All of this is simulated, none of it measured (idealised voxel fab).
Presented below is a process module, voxel ribs on slabs.
Square cells of 5 nm make up the cross-section cut, whose width is 270 nm.
Cross-section format: a grid of square cells, given as bands from top to bottom; each band is one or more rows of cells. Top height, bottom height, nm. Materials left to right, width each, nm. Single material + "everywhere" = fills band edge to edge. "empty" = empty. Heights are measured from 0, the level below which the as-received wafer is all one material; the lowest band has no bottom and continues downward, written as in "top 0, no bottom". When a width is written as two numbers, as in "30..40", the first number is the width in the top row of cells of the band and the second is the width in its bottom row, and the width changes by the same amount from each row to the next. "remained unchanged" for a step: no cell of the cross-section changed in that step. The label "Voids, enclosed" introduces a list of the empty spaces, 8 cells or larger, that have no open way up to the top; each entry in it reads width x height at distance, where the distance is taken from the left edge and all three are stated in nm. The remark found on a step's line after its settings is issued by the simulator itself and pertains to that step. overlay nm, on a step with a mask: how far to the right of its planned place the mask lay; to the left if negative.
Planned step list for the process:
1) RECEIVE: material Si
2) DIRECTIONAL_DEP: material SiO2, thk nm 30
3) DIRECTIONAL_DEP: material polySi, thk nm 20
4) PATTERN: tone cover, mask id RIB, material resist, width nm 30, thk nm 20, overlay nm 0
5) DIRECTIONAL_ETCH: etch materials polySi, depth nm 10
6) STRIP: etch materials resist
7) MASKED_ETCH: tone cover, mask id SLAB, width nm 60, etch materials polySi, depth nm 10, overlay nm 0
8) FILL_DEP: material SiO2, thk nm 20
9) CMP: height nm 60
10) DIRECTIONAL_DEP: material W, thk nm 5
11) MASKED_ETCH: tone cover, mask id HEATER, width nm 40, etch materials W, depth nm 5, overlay nm 0
12) CONFORMAL_DEP: material SiO2, thk nm 5
Cross-sectional view of the wafer in its as-received condition, corresponding to the state after step 1:
	top 0, no bottom: Si everywhere
	Voids, enclosed: none
End-of-module XS, first of two wafers, run as planned:
	top 70, bottom 65: empty=110 | SiO2=50 | empty=110
	top 65, bottom 60: SiO2=115 | W=40 | SiO2=115
	top 60, bottom 50: SiO2 everywhere
	top 50, bottom 40: SiO2=120 | polySi=30 | SiO2=120
	top 40, bottom 30: SiO2=105 | polySi=60 | SiO2=105
	top 30, bottom 0: SiO2 everywhere
	top 0, no bottom: Si everywhere
	Voids, enclosed: none
Cross-sectional view: second of two wafers, end of module; start and plan identical to the first, one mistake in running:
	top 70, bottom 65: empty=110 | SiO2=50 | empty=110
	top 65, bottom 60: SiO2=115 | W=40 | SiO2=115
	top 60, bottom 45: SiO2 everywhere
	top 45, bottom 35: SiO2=120 | polySi=30 | SiO2=120
	top 35, bottom 30: SiO2=105 | polySi=60 | SiO2=105
	top 30, bottom 0: SiO2 everywhere
	top 0, no bottom: Si everywhere
	Voids, enclosed: none
Deviation from plan: step 3 ran differently from the plan; actual operation with settings: DIRECTIONAL_DEP: material polySi, thk nm 15
at the end the second wafer has, in cells: SiO2 +12 | polySi -12
